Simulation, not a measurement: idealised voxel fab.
The name of this process module is voxel ribs on slabs.
Pictured: cross-section cut, 205 nm wide, on a grid of 5 nm square cells.
A cross-section in this document is a grid of square cells, and it is written down as bands, the top band listed before the ones below it; a band is made up of one or more rows of cells. The entry gives the band's vertical extent as a top height and a bottom height in nm, then its horizontal make-up as materials from left to right, each with a width in nm. "blank" stands for empty space; a single material marked "everywhere" fills the band edge to edge. Height reference: 0 = level under which incoming wafer is all one material. Lowest band: no bottom, runs on downward, e.g. "z 0 and below". The two numbers in a width such as "30->40" mark its ends across the band: the first belongs to the top row of cells, the second to the bottom row, and from each row to the next the width moves by the same amount. Reading "no alterations made" for a step: not a cell of the cross-section changed in it. Basically, "Closed void entries" tells you about the enclosed voids: empty spaces with no open way to the top, 8 cells or bigger, each written width x height at distance, where distance is from the left edge, all in nm. Formally, on a step line, whatever follows the settings is a remark that the simulator itself makes on the step. The setting "overlay nm" may be written on the line of a step. When the step uses a mask, the value reports how far to the right of the planned place the mask lay, and a negative value reports that it lay to the left.

## The process steps that were planned are listed below
1) RECEIVE | material Si
2) DIRECTIONAL_DEP | material SiO2 | thk nm 30
3) DIRECTIONAL_DEP | material polySi | thk nm 15
4) PATTERN | tone cover | mask id RIB | material resist | width nm 30 | thk nm 20 | overlay nm 0
5) DIRECTIONAL_ETCH | etch materials polySi | depth nm 5
6) STRIP | etch materials resist
7) PATTERN | tone cover | mask id SLAB | material resist | width nm 80 | thk nm 20 | overlay nm 0
8) DIRECTIONAL_ETCH | etch materials polySi | depth nm 10
9) STRIP | etch materials resist
10) FILL_DEP | material SiO2 | thk nm 20
11) CMP | height nm 60
12) DIRECTIONAL_DEP | material TiN | thk nm 10
13) DIRECTIONAL_DEP | material aC | thk nm 15
14) PATTERN | tone cover | mask id HEATER | material resist | width nm 40 | thk nm 35 | overlay nm 0
15) DIRECTIONAL_ETCH | etch materials aC | depth nm 15
16) STRIP | etch materials resist
17) DIRECTIONAL_ETCH | etch materials TiN | depth nm 10
18) STRIP | etch materials aC
19) CONFORMAL_DEP | material SiN | thk nm 5

## Here's what the wafer looked like in cross-section when it arrived - that's after step 1
	z 0 and below = Si everywhere
	Closed void entries: none

## Here's the wafer cut in cross-section after the module, started and planned just like above, except one thing was done wrong in the run
	z 75 to 70 = 85 SiN, 30 blank, 90 SiN
	z 70 to 65 = 80 TiN, 5 SiN, 30 blank, 5 SiN, 85 TiN
	z 65 to 60 = 80 TiN, 40 SiN, 85 TiN
	z 60 to 45 = SiO2 everywhere
	z 45 to 40 = 85 SiO2, 30 polySi, 90 SiO2
	z 40 to 30 = 60 SiO2, 80 polySi, 65 SiO2
	z 30 to 0 = SiO2 everywhere
	z 0 and below = Si everywhere
	Closed void entries: none
The plan and the run diverged here: in deviation from the planned setting, step 14 was conducted as PATTERN | tone open | mask id HEATER | material resist | width nm 40 | thk nm 35 | overlay nm 0
